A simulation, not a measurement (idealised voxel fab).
Module name: voxel gate over fins (process module)
The figure presents cross-section cut, which has a width of 185 nm and is divided into square cells with an edge length of 5 nm.
Cross-section = grid of square cells, listed top down in bands; band = one or more rows. The band entry comprises the height of the band's top followed by the height of its bottom, expressed in nm, and subsequently the band's materials from left to right, each stated together with its width in nm. Where a single material is marked with the word "everywhere", that material fills the band from edge to edge. The word "air" represents empty space. A quick word on heights: they are counted from 0, and under that level the wafer as it came to us is one material throughout. The lowest band is different from the rest in having no bottom; it simply continues downward, written as in "top 0, no bottom". Think of "30 to 40" as a width that walks from the first number to the second as you go down the band, top row to bottom row, taking equal-sized steps from row to row. A step reported as "remained unchanged" is a step in which no cell of the cross-section changed. Closed empty spaces (no open way to the top) of 8 cells or more are what "Enclosed empty spaces" lists, each as width x height at distance from the left edge, nm for all three. Post-settings text on a step line: simulator's own remark regarding the step. overlay nm: how far to the right of its planned place the mask lay on this masked step (negative: to the left).

**Planned step list for the process**
| 1 | RECEIVE,material Si |
| 2 | CONFORMAL_DEP,material SiN,thk nm 10 |
| 3 | PATTERN,tone cover,mask id FINS,material resist,width nm 15,pitch nm 45,thk nm 20,overlay nm 0 |
| 4 | DIRECTIONAL_ETCH,etch materials SiN,depth nm 10 |
| 5 | DIRECTIONAL_ETCH,etch materials Si,depth nm 35 |
| 6 | STRIP,etch materials resist |
| 7 | FILL_DEP,material SiO2,thk nm 5 |
| 8 | CMP,height nm 10 |
| 9 | SELECTIVE_ETCH,etch materials SiO2,depth nm 20 |
| 10 | STRIP,etch materials SiN |
| 11 | CONFORMAL_DEP,material HfO2,thk nm 5 |
| 12 | CONFORMAL_DEP,material TiN,thk nm 5 |
| 13 | CONFORMAL_DEP,material TiAl,thk nm 5 |
| 14 | CONFORMAL_DEP,material TiN,thk nm 5 |
| 15 | FILL_DEP,material W,thk nm 15 |
| 16 | CMP,height nm 30 |
| 17 | CONFORMAL_DEP,material SiN,thk nm 5 |

**The cross-section here shows the wafer as received, i.e. in its state after step 1**
* top 0, no bottom | Si everywhere
* Enclosed empty spaces: none

**Cross-sectional result after module completion. Note: starting condition and plan are unchanged from above; one processing mistake was made**
* top 35, bottom 30 | SiN everywhere
* top 30, bottom 20 | W everywhere
* top 20, bottom 15 | W 50 nm, TiN 100 nm, W 35 nm
* top 15, bottom 10 | W 50 nm, TiN 5 nm, TiAl 90 nm, TiN 5 nm, W 35 nm
* top 10, bottom 5 | TiN 55 nm, TiAl 5 nm, TiN 35 nm, TiAl 10 nm, TiN 35 nm, TiAl 5 nm, TiN 40 nm
* top 5, bottom 0 | TiAl 60 nm, TiN 5 nm, HfO2 25 nm, TiN 5 nm, TiAl 10 nm, TiN 5 nm, HfO2 25 nm, TiN 5 nm, TiAl 45 nm
* top 0, bottom -5 | TiN 65 nm, HfO2 5 nm, Si 15 nm, HfO2 5 nm, TiN 20 nm, HfO2 5 nm, Si 15 nm, HfO2 5 nm, TiN 50 nm
* top -5, bottom -10 | HfO2 70 nm, Si 15 nm, HfO2 30 nm, Si 15 nm, HfO2 55 nm
* top -10, bottom -35 | SiO2 70 nm, Si 15 nm, SiO2 30 nm, Si 15 nm, SiO2 55 nm
* top -35, no bottom | Si everywhere
* Enclosed empty spaces: none
Misprocessing identified: step 3 deviated from plan and actually ran as PATTERN,tone cover,mask id FINS,material resist,width nm 15,pitch nm 45,thk nm 20,overlay nm 10
